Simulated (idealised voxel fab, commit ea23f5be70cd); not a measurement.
Title: Process Module voxel released beams
Xsec cut, 240 nm wide, square cell size 5 nm.
Square cells in a grid make up a cross-section in this document, and the grid is given as bands, listed from the top down, each one or more rows of cells. Read a band's entry like this: the first values are the height of its top and the height of its bottom in nm, and what follows is the sequence of materials from left to right, each with its width in nm. Note that "air" is empty space, and that a single material marked "edge to edge" reaches across the band from edge to edge. Basically, 0 is our baseline, since under it the wafer straight out of the box is all one material. The bottom band has no lower end and keeps on going down, so it looks like "from 0 down". Think of "30..40" as a width that walks from the first number to the second as you go down the band, top row to bottom row, taking equal-sized steps from row to row. The cross-section has no changed cell in any step marked "no alteration". "Enclosed void listing" lists enclosed empty spaces (at least 8 cells, no open path upward to the top), each as width x height at distance from the left edge, in nm. If you see something after the settings on a step's line, that's the simulator's own remark about that step. The setting "overlay nm" may be written on the line of a step. When the step uses a mask, the value reports how far to the right of the planned place the mask lay, and a negative value reports that it lay to the left. Every pair from here on: before one process step, after it. The after cross-section reaches only to the lowest band that changed. Below the pair: the step in between and its settings. Pairs can belong to different runs of this module on the same starting wafer; a pair carries on from the pair above only if the entry headed "Before the process" says so.

Before the process
> from 0 down | Si edge to edge
> Enclosed void listing: none

State After Step
> from 5 to 0 | Al2O3 edge to edge
> Nothing below the height 0 has changed.
> Enclosed void listing: none
Between the two cross-sections you see above, the step is CONFORMAL_DEP: material Al2O3, thk nm 5

Before the process: see preceding pair, after cross-section.

State After Step
> from 25 to 5 | SiO2 edge to edge
> Nothing below the height 5 has changed.
> Enclosed void listing: none
Between the two cross-sections you see above, the step is DIRECTIONAL_DEP: material SiO2, thk nm 20

Before the process: see preceding pair, after cross-section.

State After Step
> from 25 to 5 | SiO2: 65, then air: 25, then SiO2: 150
> Nothing below the height 5 has changed.
> Enclosed void listing: none
Between the two cross-sections you see above, the step is MASKED_ETCH: tone open, mask id ANCHOR, width nm 25, etch materials SiO2, depth nm 20, overlay nm 0

Before the process: see preceding pair, after cross-section.

State After Step
> from 35 to 25 | polySi: 75, then air: 5, then polySi: 160
> from 25 to 15 | SiO2: 65, then polySi: 10, then air: 5, then polySi: 10, then SiO2: 150
> from 15 to 5 | SiO2: 65, then polySi: 25, then SiO2: 150
> Nothing below the height 5 has changed.
> Enclosed void listing: none
Between the two cross-sections you see above, the step is CONFORMAL_DEP: material polySi, thk nm 10

Before the process: see preceding pair, after cross-section.

State After Step
> from 35 to 25 | air: 60, then polySi: 15, then air: 5, then polySi: 90, then air: 70
> Nothing below the height 25 has changed.
> Enclosed void listing: none
Between the two cross-sections you see above, the step is MASKED_ETCH: tone cover, mask id BEAM, width nm 110, etch materials polySi, depth nm 10, overlay nm 0

Before the process: see preceding pair, after cross-section.

State After Step
> from 35 to 25 | air: 60, then polySi: 15, then air: 5, then polySi: 90, then air: 70
> from 25 to 15 | air: 65, then polySi: 10, then air: 5, then polySi: 10, then air: 150
> from 15 to 5 | air: 65, then polySi: 25, then air: 150
> Nothing below the height 5 has changed.
> Enclosed void listing: none
Between the two cross-sections you see above, the step is STRIP: etch materials SiO2

Before the process
> from 0 down | Si edge to edge
> Enclosed void listing: none

State After Step
> from 20 to 0 | SiO2 edge to edge
> Nothing below the height 0 has changed.
> Enclosed void listing: none
Between the two cross-sections you see above, the step is DIRECTIONAL_DEP: material SiO2, thk nm 20

Before the process: see preceding pair, after cross-section.

State After Step
> from 20 to 0 | SiO2: 65, then air: 25, then SiO2: 150
> Nothing below the height 0 has changed.
> Enclosed void listing: none
Between the two cross-sections you see above, the step is MASKED_ETCH: tone open, mask id ANCHOR, width nm 25, etch materials SiO2, depth nm 20, overlay nm 0

Before the process: see preceding pair, after cross-section.

State After Step
> from 30 to 20 | polySi: 75, then air: 5, then polySi: 160
> from 20 to 10 | SiO2: 65, then polySi: 10, then air: 5, then polySi: 10, then SiO2: 150
> from 10 to 0 | SiO2: 65, then polySi: 25, then SiO2: 150
> Nothing below the height 0 has changed.
> Enclosed void listing: none
Between the two cross-sections you see above, the step is CONFORMAL_DEP: material polySi, thk nm 10

Before the process: see preceding pair, after cross-section.

State After Step
> from 30 to 20 | air: 60, then polySi: 15, then air: 5, then polySi: 90, then air: 70
> Nothing below the height 20 has changed.
> Enclosed void listing: none
Between the two cross-sections you see above, the step is MASKED_ETCH: tone cover, mask id BEAM, width nm 110, etch materials polySi, depth nm 10, overlay nm 0

Before the process: see preceding pair, after cross-section.

State After Step
> from 30 to 20 | air: 60, then polySi: 15, then air: 5, then polySi: 90, then air: 70
> from 20 to 10 | air: 65, then polySi: 10, then air: 5, then polySi: 10, then air: 150
> from 10 to 0 | air: 65, then polySi: 25, then air: 150
> Nothing below the height 0 has changed.
> Enclosed void listing: none
Between the two cross-sections you see above, the step is STRIP: etch materials SiO2

Before the process
> from 20 to 0 | SiO2 edge to edge
> from 0 down | Si edge to edge
> Enclosed void listing: none

State After Step
> from 25 to 20 | Al2O3 edge to edge
> Nothing below the height 20 has changed.
> Enclosed void listing: none
Between the two cross-sections you see above, the step is CONFORMAL_DEP: material Al2O3, thk nm 5

Before the process: see preceding pair, after cross-section.

State After Step
> from 35 to 25 | polySi edge to edge
> Nothing below the height 25 has changed.
> Enclosed void listing: none
Between the two cross-sections you see above, the step is CONFORMAL_DEP: material polySi, thk nm 10

Before the process: see preceding pair, after cross-section.

State After Step
> from 35 to 25 | air: 60, then polySi: 110, then air: 70
> Nothing below the height 25 has changed.
> Enclosed void listing: none
Between the two cross-sections you see above, the step is MASKED_ETCH: tone cover, mask id BEAM, width nm 110, etch materials polySi, depth nm 10, overlay nm 0

Before the process
> from 25 to 5 | SiO2: 65, then air: 25, then SiO2: 150
> from 5 to 0 | Al2O3 edge to edge
> from 0 down | Si edge to edge
> Enclosed void listing: none

State After Step
> from 40 to 25 | polySi edge to edge
> from 25 to 5 | SiO2: 65, then polySi: 25, then SiO2: 150
> Nothing below the height 5 has changed.
> Enclosed void listing: none
Between the two cross-sections you see above, the step is CONFORMAL_DEP: material polySi, thk nm 15

Before the process: see preceding pair, after cross-section.

State After Step
> from 40 to 30 | air: 60, then polySi: 110, then air: 70
> Nothing below the height 30 has changed.
> Enclosed void listing: none
Between the two cross-sections you see above, the step is MASKED_ETCH: tone cover, mask id BEAM, width nm 110, etch materials polySi, depth nm 10, overlay nm 0

Before the process
> from 25 to 5 | SiO2 edge to edge
> from 5 to 0 | Al2O3 edge to edge
> from 0 down | Si edge to edge
> Enclosed void listing: none

State After Step
> from 25 to 5 | SiO2: 65, then air: 30, then SiO2: 145
> Nothing below the height 5 has changed.
> Enclosed void listing: none
Between the two cross-sections you see above, the step is MASKED_ETCH: tone open, mask id ANCHOR, width nm 30, etch materials SiO2, depth nm 20, overlay nm 0

Before the process: see preceding pair, after cross-section.

State After Step
> from 35 to 25 | polySi: 75, then air: 10, then polySi: 155
> from 25 to 15 | SiO2: 65, then polySi: 10, then air: 10, then polySi: 10, then SiO2: 145
> from 15 to 5 | SiO2: 65, then polySi: 30, then SiO2: 145
> Nothing below the height 5 has changed.
> Enclosed void listing: none
Between the two cross-sections you see above, the step is CONFORMAL_DEP: material polySi, thk nm 10

Before the process: see preceding pair, after cross-section.

State After Step
> from 35 to 25 | air: 60, then polySi: 15, then air: 10, then polySi: 85, then air: 70
> Nothing below the height 25 has changed.
> Enclosed void listing: none
Between the two cross-sections you see above, the step is MASKED_ETCH: tone cover, mask id BEAM, width nm 110, etch materials polySi, depth nm 10, overlay nm 0

Before the process: see preceding pair, after cross-section.

State After Step
> from 35 to 25 | air: 60, then polySi: 15, then air: 10, then polySi: 85, then air: 70
> from 25 to 15 | air: 65, then polySi: 10, then air: 10, then polySi: 10, then air: 145
> from 15 to 5 | air: 65, then polySi: 30, then air: 145
> Nothing below the height 5 has changed.
> Enclosed void listing: none
Between the two cross-sections you see above, the step is STRIP: etch materials SiO2

Before the process
> from 25 to 5 | SiO2 edge to edge
> from 5 to 0 | Al2O3 edge to edge
> from 0 down | Si edge to edge
> Enclosed void listing: none

State After Step
> from 25 to 5 | SiO2: 75, then air: 25, then SiO2: 140
> Nothing below the height 5 has changed.
> Enclosed void listing: none
Between the two cross-sections you see above, the step is MASKED_ETCH: tone open, mask id ANCHOR, width nm 25, etch materials SiO2, depth nm 20, overlay nm 10

Before the process: see preceding pair, after cross-section.

State After Step
> from 35 to 25 | polySi: 85, then air: 5, then polySi: 150
> from 25 to 15 | SiO2: 75, then polySi: 10, then air: 5, then polySi: 10, then SiO2: 140
> from 15 to 5 | SiO2: 75, then polySi: 25, then SiO2: 140
> Nothing below the height 5 has changed.
> Enclosed void listing: none
Between the two cross-sections you see above, the step is CONFORMAL_DEP: material polySi, thk nm 10

Before the process: see preceding pair, after cross-section.

State After Step
> from 35 to 25 | air: 60, then polySi: 25, then air: 5, then polySi: 80, then air: 70
> Nothing below the height 25 has changed.
> Enclosed void listing: none
Between the two cross-sections you see above, the step is MASKED_ETCH: tone cover, mask id BEAM, width nm 110, etch materials polySi, depth nm 10, overlay nm 0

Before the process: see preceding pair, after cross-section.

State After Step
> from 35 to 25 | air: 60, then polySi: 25, then air: 5, then polySi: 80, then air: 70
> from 25 to 15 | air: 75, then polySi: 10, then air: 5, then polySi: 10, then air: 140
> from 15 to 5 | air: 75, then polySi: 25, then air: 140
> Nothing below the height 5 has changed.
> Enclosed void listing: none
Between the two cross-sections you see above, the step is STRIP: etch materials SiO2

Before the process
> from 0 down | Si edge to edge
> Enclosed void listing: none

State After Step
> from 5 to 0 | polySi edge to edge
> Nothing below the height 0 has changed.
> Enclosed void listing: none
Between the two cross-sections you see above, the step is CONFORMAL_DEP: material polySi, thk nm 5

Before the process: see preceding pair, after cross-section.

State After Step
> from 25 to 5 | SiO2 edge to edge
> Nothing below the height 5 has changed.
> Enclosed void listing: none
Between the two cross-sections you see above, the step is DIRECTIONAL_DEP: material SiO2, thk nm 20

Before the process: see preceding pair, after cross-section.

State After Step
> from 25 to 5 | SiO2: 65, then air: 25, then SiO2: 150
> Nothing below the height 5 has changed.
> Enclosed void listing: none
Between the two cross-sections you see above, the step is MASKED_ETCH: tone open, mask id ANCHOR, width nm 25, etch materials SiO2, depth nm 20, overlay nm 0

Before the process: see preceding pair, after cross-section.

State After Step
> from 35 to 25 | polySi: 75, then air: 5, then polySi: 160
> from 25 to 15 | SiO2: 65, then polySi: 10, then air: 5, then polySi: 10, then SiO2: 150
> from 15 to 5 | SiO2: 65, then polySi: 25, then SiO2: 150
> Nothing below the height 5 has changed.
> Enclosed void listing: none
Between the two cross-sections you see above, the step is CONFORMAL_DEP: material polySi, thk nm 10

Before the process: see preceding pair, after cross-section.

State After Step
> from 35 to 25 | air: 60, then polySi: 15, then air: 5, then polySi: 90, then air: 70
> Nothing below the height 25 has changed.
> Enclosed void listing: none
Between the two cross-sections you see above, the step is MASKED_ETCH: tone cover, mask id BEAM, width nm 110, etch materials polySi, depth nm 10, overlay nm 0

Before the process: see preceding pair, after cross-section.

State After Step
> from 35 to 25 | air: 60, then polySi: 15, then air: 5, then polySi: 90, then air: 70
> from 25 to 15 | air: 65, then polySi: 10, then air: 5, then polySi: 10, then air: 150
> from 15 to 5 | air: 65, then polySi: 25, then air: 150
> Nothing below the height 5 has changed.
> Enclosed void listing: none
Between the two cross-sections you see above, the step is STRIP: etch materials SiO2

Before the process
> from 25 to 5 | SiO2 edge to edge
> from 5 to 0 | Al2O3 edge to edge
> from 0 down | Si edge to edge
> Enclosed void listing: none

State After Step
> from 25 to 5 | air: 65, then SiO2: 25, then air: 150
> Nothing below the height 5 has changed.
> Enclosed void listing: none
Between the two cross-sections you see above, the step is MASKED_ETCH: tone cover, mask id ANCHOR, width nm 25, etch materials SiO2, depth nm 20, overlay nm 0

Before the process: see preceding pair, after cross-section.

State After Step
> from 35 to 25 | air: 55, then polySi: 45, then air: 140
> from 25 to 15 | air: 55, then polySi: 10, then SiO2: 25, then polySi: 10, then air: 140
> from 15 to 5 | polySi: 65, then SiO2: 25, then polySi: 150
> Nothing below the height 5 has changed.
> Enclosed void listing: none
Between the two cross-sections you see above, the step is CONFORMAL_DEP: material polySi, thk nm 10

Before the process: see preceding pair, after cross-section.

State After Step
> from 35 to 25 | air: 60, then polySi: 40, then air: 140
> from 25 to 15 | air: 55, then polySi: 10, then SiO2: 25, then polySi: 10, then air: 140
> from 15 to 5 | air: 55, then polySi: 10, then SiO2: 25, then polySi: 80, then air: 70
> Nothing below the height 5 has changed.
> Enclosed void listing: none
Between the two cross-sections you see above, the step is MASKED_ETCH: tone cover, mask id BEAM, width nm 110, etch materials polySi, depth nm 10, overlay nm 0
